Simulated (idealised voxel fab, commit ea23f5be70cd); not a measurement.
process module | voxel capacitor over wiring
cross-section cut | 245 nm wide | cells 5 nm
A cross-section is a grid of square cells, given in bands from the top down. A band is one or more rows of cells.
Each band's line starts with the height of the band's top and of its bottom, in nm. Then come its materials from left to right, each with its width in nm. One material with "throughout" fills the band from edge to edge. "air" is empty space.
Height 0 is the level under which the wafer as received is all one material. The lowest band goes on downwards, as in "0 down".
A width such as "30 to 40" changes by the same amount from each row of cells to the next, from the band's top row to its bottom row.
"no change" after a step means that no cell of the cross-section changed.
closed voids: empty space of 8 cells or more with no open way to the top, each as width x height at its distance from the left edge, in nm
after a step's settings: what the simulator itself notes on the step
overlay nm, on a step with a mask: how far to the right of its planned place the mask lay; to the left if negative
plan
1 op RECEIVE | material Si
2 op CONFORMAL_DEP | material SiO2 | thk nm 15
3 op CONFORMAL_DEP | material SiN | thk nm 5
4 op DIRECTIONAL_DEP | material SiO2 | thk nm 20
5 op DIRECTIONAL_DEP | material aC | thk nm 10
6 op PATTERN | tone open | mask id METAL_1 | material resist | width nm 25 | pitch nm 90 | thk nm 25 | overlay nm 0
7 op DIRECTIONAL_ETCH | etch materials aC | depth nm 10
8 op STRIP | etch materials resist
9 op DIRECTIONAL_ETCH | etch materials SiO2 | depth nm 20
10 op DIRECTIONAL_ETCH | etch materials SiN | depth nm 5
11 op STRIP | etch materials aC
12 op CONFORMAL_DEP | material TiN | thk nm 5
13 op FILL_DEP | material W | thk nm 10
14 op CMP | height nm 40
15 op CONFORMAL_DEP | material SiCN | thk nm 5
16 op DIRECTIONAL_DEP | material lowk | thk nm 20
17 op MASKED_ETCH | tone open | mask id PLUG_1 | width nm 15 | etch materials lowk | depth nm 20 | overlay nm 0
18 op MASKED_ETCH | tone open | mask id PLUG_1 | width nm 15 | etch materials SiCN | depth nm 5 | overlay nm 0
19 op CONFORMAL_DEP | material TiN | thk nm 5
20 op FILL_DEP | material W | thk nm 5
21 op CMP | height nm 65
22 op DIRECTIONAL_DEP | material TiN | thk nm 10
23 op DIRECTIONAL_DEP | material HfO2 | thk nm 5
24 op DIRECTIONAL_DEP | material TiN | thk nm 10
25 op DIRECTIONAL_DEP | material aC | thk nm 15
26 op PATTERN | tone cover | mask id UPPER_PLATE | material resist | width nm 70 | thk nm 30 | overlay nm 0
27 op DIRECTIONAL_ETCH | etch materials aC | depth nm 15
28 op STRIP | etch materials resist
29 op DIRECTIONAL_ETCH | etch materials TiN | depth nm 10
30 op DIRECTIONAL_ETCH | etch materials HfO2 | depth nm 5
31 op STRIP | etch materials aC
32 op DIRECTIONAL_DEP | material aC | thk nm 15
33 op PATTERN | tone cover | mask id LOWER_PLATE | material resist | width nm 80 | thk nm 30 | overlay nm 0
34 op DIRECTIONAL_ETCH | etch materials aC | depth nm 15
35 op STRIP | etch materials resist
36 op DIRECTIONAL_ETCH | etch materials TiN | depth nm 10
37 op STRIP | etch materials aC
38 op FILL_DEP | material SiO2 | thk nm 15
39 op CMP | height nm 100
40 op DIRECTIONAL_DEP | material aC | thk nm 15
41 op PATTERN | tone open | mask id PLUG_2 | material resist | width nm 15 | thk nm 35 | overlay nm 0
42 op DIRECTIONAL_ETCH | etch materials aC | depth nm 15
43 op STRIP | etch materials resist
44 op DIRECTIONAL_ETCH | etch materials SiO2 | depth nm 10
45 op STRIP | etch materials aC
46 op CONFORMAL_DEP | material TiN | thk nm 5
47 op FILL_DEP | material Ru | thk nm 10
48 op CMP | height nm 100
49 op CONFORMAL_DEP | material SiN | thk nm 5
first wafer, as planned
as received, after step 1
  0 down: Si throughout
  closed voids: none
after step 2
  15 to 0: SiO2 throughout
  below 0: unchanged
after step 3
  20 to 15: SiN throughout
  below 15: unchanged
after step 4
  40 to 20: SiO2 throughout
  below 20: unchanged
after step 5
  50 to 40: aC throughout
  below 40: unchanged
after step 6
  75 to 50: resist 65 | air 25 | resist 65 | air 25 | resist 65
  below 50: unchanged
after step 7
  65 to 50: resist 65 | air 25 | resist 65 | air 25 | resist 65
  50 to 40: aC 65 | air 25 | aC 65 | air 25 | aC 65
  below 40: unchanged
after step 8
  50 to 40: aC 65 | air 25 | aC 65 | air 25 | aC 65
  below 40: unchanged
after step 9
  50 to 40: aC 65 | air 25 | aC 65 | air 25 | aC 65
  40 to 20: SiO2 65 | air 25 | SiO2 65 | air 25 | SiO2 65
  below 20: unchanged
after step 10
  50 to 40: aC 65 | air 25 | aC 65 | air 25 | aC 65
  40 to 20: SiO2 65 | air 25 | SiO2 65 | air 25 | SiO2 65
  20 to 15: SiN 65 | air 25 | SiN 65 | air 25 | SiN 65
  below 15: unchanged
after step 11
  40 to 20: SiO2 65 | air 25 | SiO2 65 | air 25 | SiO2 65
  below 20: unchanged
after step 12
  45 to 40: TiN 70 | air 15 | TiN 75 | air 15 | TiN 70
  40 to 20: SiO2 65 | TiN 5 | air 15 | TiN 5 | SiO2 65 | TiN 5 | air 15 | TiN 5 | SiO2 65
  20 to 15: SiN 65 | TiN 25 | SiN 65 | TiN 25 | SiN 65
  below 15: unchanged
after step 13
  55 to 45: W throughout
  45 to 40: TiN 70 | W 15 | TiN 75 | W 15 | TiN 70
  40 to 20: SiO2 65 | TiN 5 | W 15 | TiN 5 | SiO2 65 | TiN 5 | W 15 | TiN 5 | SiO2 65
  below 20: unchanged
after step 14
  40 to 20: SiO2 65 | TiN 5 | W 15 | TiN 5 | SiO2 65 | TiN 5 | W 15 | TiN 5 | SiO2 65
  below 20: unchanged
after step 15
  45 to 40: SiCN throughout
  below 40: unchanged
after step 16
  65 to 45: lowk throughout
  below 45: unchanged
after step 17
  65 to 45: lowk 75 | air 15 | lowk 155
  below 45: unchanged
after step 18
  65 to 45: lowk 75 | air 15 | lowk 155
  45 to 40: SiCN 75 | air 15 | SiCN 155
  below 40: unchanged
after step 19
  70 to 65: TiN 80 | air 5 | TiN 160
  65 to 45: lowk 75 | TiN 5 | air 5 | TiN 5 | lowk 155
  45 to 40: SiCN 75 | TiN 15 | SiCN 155
  below 40: unchanged
after step 20
  75 to 70: W throughout
  70 to 65: TiN 80 | W 5 | TiN 160
  65 to 45: lowk 75 | TiN 5 | W 5 | TiN 5 | lowk 155
  below 45: unchanged
after step 21
  65 to 45: lowk 75 | TiN 5 | W 5 | TiN 5 | lowk 155
  below 45: unchanged
after step 22
  75 to 65: TiN throughout
  below 65: unchanged
after step 23
  80 to 75: HfO2 throughout
  below 75: unchanged
after step 24
  90 to 80: TiN throughout
  below 80: unchanged
after step 25
  105 to 90: aC throughout
  below 90: unchanged
after step 26
  135 to 105: air 75 | resist 70 | air 100
  below 105: unchanged
after step 27
  120 to 105: air 75 | resist 70 | air 100
  105 to 90: air 75 | aC 70 | air 100
  below 90: unchanged
after step 28
  105 to 90: air 75 | aC 70 | air 100
  below 90: unchanged
after step 29
  105 to 90: air 75 | aC 70 | air 100
  90 to 80: air 75 | TiN 70 | air 100
  below 80: unchanged
after step 30
  105 to 90: air 75 | aC 70 | air 100
  90 to 80: air 75 | TiN 70 | air 100
  80 to 75: air 75 | HfO2 70 | air 100
  below 75: unchanged
after step 31
  90 to 80: air 75 | TiN 70 | air 100
  below 80: unchanged
after step 32
  105 to 90: air 75 | aC 70 | air 100
  90 to 80: aC 75 | TiN 70 | aC 100
  80 to 75: aC 75 | HfO2 70 | aC 100
  below 75: unchanged
after step 33
  135 to 105: air 70 | resist 80 | air 95
  105 to 90: air 70 | resist 5 | aC 70 | resist 5 | air 95
  below 90: unchanged
after step 34
  120 to 105: air 70 | resist 80 | air 95
  105 to 90: air 70 | resist 5 | aC 70 | resist 5 | air 95
  90 to 80: air 70 | aC 5 | TiN 70 | aC 5 | air 95
  80 to 75: air 70 | aC 5 | HfO2 70 | aC 5 | air 95
  below 75: unchanged
after step 35
  105 to 90: air 75 | aC 70 | air 100
  below 90: unchanged
after step 36
  105 to 90: air 75 | aC 70 | air 100
  90 to 80: air 70 | aC 5 | TiN 70 | aC 5 | air 95
  80 to 75: air 70 | aC 5 | HfO2 70 | aC 5 | air 95
  75 to 65: air 70 | TiN 80 | air 95
  below 65: unchanged
after step 37
  90 to 80: air 75 | TiN 70 | air 100
  80 to 75: air 75 | HfO2 70 | air 100
  below 75: unchanged
after step 38
  105 to 90: SiO2 throughout
  90 to 80: SiO2 75 | TiN 70 | SiO2 100
  80 to 75: SiO2 75 | HfO2 70 | SiO2 100
  75 to 65: SiO2 70 | TiN 80 | SiO2 95
  below 65: unchanged
after step 39
  100 to 90: SiO2 throughout
  below 90: unchanged
after step 40
  115 to 100: aC throughout
  below 100: unchanged
after step 41
  150 to 115: resist 85 | air 15 | resist 145
  below 115: unchanged
after step 42
  135 to 115: resist 85 | air 15 | resist 145
  115 to 100: aC 85 | air 15 | aC 145
  below 100: unchanged
after step 43
  115 to 100: aC 85 | air 15 | aC 145
  below 100: unchanged
after step 44
  115 to 100: aC 85 | air 15 | aC 145
  100 to 90: SiO2 85 | air 15 | SiO2 145
  below 90: unchanged
after step 45
  100 to 90: SiO2 85 | air 15 | SiO2 145
  below 90: unchanged
after step 46
  105 to 100: TiN 90 | air 5 | TiN 150
  100 to 95: SiO2 85 | TiN 5 | air 5 | TiN 5 | SiO2 145
  95 to 90: SiO2 85 | TiN 15 | SiO2 145
  below 90: unchanged
after step 47
  115 to 105: Ru throughout
  105 to 100: TiN 90 | Ru 5 | TiN 150
  100 to 95: SiO2 85 | TiN 5 | Ru 5 | TiN 5 | SiO2 145
  below 95: unchanged
after step 48
  100 to 95: SiO2 85 | TiN 5 | Ru 5 | TiN 5 | SiO2 145
  below 95: unchanged
after step 49
  105 to 100: SiN throughout
  below 100: unchanged
second wafer: like start, like plan, one mistake. Through step 5 it matches the first wafer
when step 6 should have ended
  75 to 50: resist 75 | air 25 | resist 65 | air 25 | resist 55
  below 50: unchanged
when step 7 should have ended
  65 to 50: resist 75 | air 25 | resist 65 | air 25 | resist 55
  50 to 40: aC 75 | air 25 | aC 65 | air 25 | aC 55
  below 40: unchanged
when step 8 should have ended
  50 to 40: aC 75 | air 25 | aC 65 | air 25 | aC 55
  below 40: unchanged
when step 9 should have ended
  50 to 40: aC 75 | air 25 | aC 65 | air 25 | aC 55
  40 to 20: SiO2 75 | air 25 | SiO2 65 | air 25 | SiO2 55
  below 20: unchanged
when step 10 should have ended
  50 to 40: aC 75 | air 25 | aC 65 | air 25 | aC 55
  40 to 20: SiO2 75 | air 25 | SiO2 65 | air 25 | SiO2 55
  20 to 15: SiN 75 | air 25 | SiN 65 | air 25 | SiN 55
  below 15: unchanged
when step 11 should have ended
  40 to 20: SiO2 75 | air 25 | SiO2 65 | air 25 | SiO2 55
  below 20: unchanged
when step 12 should have ended
  45 to 40: TiN 80 | air 15 | TiN 75 | air 15 | TiN 60
  40 to 20: SiO2 75 | TiN 5 | air 15 | TiN 5 | SiO2 65 | TiN 5 | air 15 | TiN 5 | SiO2 55
  20 to 15: SiN 75 | TiN 25 | SiN 65 | TiN 25 | SiN 55
  below 15: unchanged
when step 13 should have ended
  55 to 45: W throughout
  45 to 40: TiN 80 | W 15 | TiN 75 | W 15 | TiN 60
  40 to 20: SiO2 75 | TiN 5 | W 15 | TiN 5 | SiO2 65 | TiN 5 | W 15 | TiN 5 | SiO2 55
  below 20: unchanged
when step 14 should have ended
  40 to 20: SiO2 75 | TiN 5 | W 15 | TiN 5 | SiO2 65 | TiN 5 | W 15 | TiN 5 | SiO2 55
  below 20: unchanged
when step 15 should have ended
  45 to 40: SiCN throughout
  below 40: unchanged
when step 16 should have ended
  65 to 45: lowk throughout
  below 45: unchanged
when step 17 should have ended
  65 to 45: lowk 75 | air 15 | lowk 155
  below 45: unchanged
when step 18 should have ended
  65 to 45: lowk 75 | air 15 | lowk 155
  45 to 40: SiCN 75 | air 15 | SiCN 155
  below 40: unchanged
when step 19 should have ended
  70 to 65: TiN 80 | air 5 | TiN 160
  65 to 45: lowk 75 | TiN 5 | air 5 | TiN 5 | lowk 155
  45 to 40: SiCN 75 | TiN 15 | SiCN 155
  below 40: unchanged
when step 20 should have ended
  75 to 70: W throughout
  70 to 65: TiN 80 | W 5 | TiN 160
  65 to 45: lowk 75 | TiN 5 | W 5 | TiN 5 | lowk 155
  below 45: unchanged
when step 21 should have ended
  65 to 45: lowk 75 | TiN 5 | W 5 | TiN 5 | lowk 155
  below 45: unchanged
when step 22 should have ended
  75 to 65: TiN throughout
  below 65: unchanged
when step 23 should have ended
  80 to 75: HfO2 throughout
  below 75: unchanged
when step 24 should have ended
  90 to 80: TiN throughout
  below 80: unchanged
when step 25 should have ended
  105 to 90: aC throughout
  below 90: unchanged
when step 26 should have ended
  135 to 105: air 75 | resist 70 | air 100
  below 105: unchanged
when step 27 should have ended
  120 to 105: air 75 | resist 70 | air 100
  105 to 90: air 75 | aC 70 | air 100
  below 90: unchanged
when step 28 should have ended
  105 to 90: air 75 | aC 70 | air 100
  below 90: unchanged
when step 29 should have ended
  105 to 90: air 75 | aC 70 | air 100
  90 to 80: air 75 | TiN 70 | air 100
  below 80: unchanged
when step 30 should have ended
  105 to 90: air 75 | aC 70 | air 100
  90 to 80: air 75 | TiN 70 | air 100
  80 to 75: air 75 | HfO2 70 | air 100
  below 75: unchanged
when step 31 should have ended
  90 to 80: air 75 | TiN 70 | air 100
  below 80: unchanged
when step 32 should have ended
  105 to 90: air 75 | aC 70 | air 100
  90 to 80: aC 75 | TiN 70 | aC 100
  80 to 75: aC 75 | HfO2 70 | aC 100
  below 75: unchanged
when step 33 should have ended
  135 to 105: air 70 | resist 80 | air 95
  105 to 90: air 70 | resist 5 | aC 70 | resist 5 | air 95
  below 90: unchanged
when step 34 should have ended
  120 to 105: air 70 | resist 80 | air 95
  105 to 90: air 70 | resist 5 | aC 70 | resist 5 | air 95
  90 to 80: air 70 | aC 5 | TiN 70 | aC 5 | air 95
  80 to 75: air 70 | aC 5 | HfO2 70 | aC 5 | air 95
  below 75: unchanged
when step 35 should have ended
  105 to 90: air 75 | aC 70 | air 100
  below 90: unchanged
when step 36 should have ended
  105 to 90: air 75 | aC 70 | air 100
  90 to 80: air 70 | aC 5 | TiN 70 | aC 5 | air 95
  80 to 75: air 70 | aC 5 | HfO2 70 | aC 5 | air 95
  75 to 65: air 70 | TiN 80 | air 95
  below 65: unchanged
when step 37 should have ended
  90 to 80: air 75 | TiN 70 | air 100
  80 to 75: air 75 | HfO2 70 | air 100
  below 75: unchanged
when step 38 should have ended
  105 to 90: SiO2 throughout
  90 to 80: SiO2 75 | TiN 70 | SiO2 100
  80 to 75: SiO2 75 | HfO2 70 | SiO2 100
  75 to 65: SiO2 70 | TiN 80 | SiO2 95
  below 65: unchanged
when step 39 should have ended
  100 to 90: SiO2 throughout
  below 90: unchanged
when step 40 should have ended
  115 to 100: aC throughout
  below 100: unchanged
when step 41 should have ended
  150 to 115: resist 85 | air 15 | resist 145
  below 115: unchanged
when step 42 should have ended
  135 to 115: resist 85 | air 15 | resist 145
  115 to 100: aC 85 | air 15 | aC 145
  below 100: unchanged
when step 43 should have ended
  115 to 100: aC 85 | air 15 | aC 145
  below 100: unchanged
when step 44 should have ended
  115 to 100: aC 85 | air 15 | aC 145
  100 to 90: SiO2 85 | air 15 | SiO2 145
  below 90: unchanged
when step 45 should have ended
  100 to 90: SiO2 85 | air 15 | SiO2 145
  below 90: unchanged
when step 46 should have ended
  105 to 100: TiN 90 | air 5 | TiN 150
  100 to 95: SiO2 85 | TiN 5 | air 5 | TiN 5 | SiO2 145
  95 to 90: SiO2 85 | TiN 15 | SiO2 145
  below 90: unchanged
when step 47 should have ended
  115 to 105: Ru throughout
  105 to 100: TiN 90 | Ru 5 | TiN 150
  100 to 95: SiO2 85 | TiN 5 | Ru 5 | TiN 5 | SiO2 145
  below 95: unchanged
when step 48 should have ended
  100 to 95: SiO2 85 | TiN 5 | Ru 5 | TiN 5 | SiO2 145
  below 95: unchanged
when step 49 should have ended
  105 to 100: SiN throughout
  below 100: unchanged
what went wrong: step 6 ran as: op PATTERN | tone open | mask id METAL_1 | material resist | width nm 25 | pitch nm 90 | thk nm 25 | overlay nm 10
at the end the second wafer has, in cells: as many of each material as the first, in other places
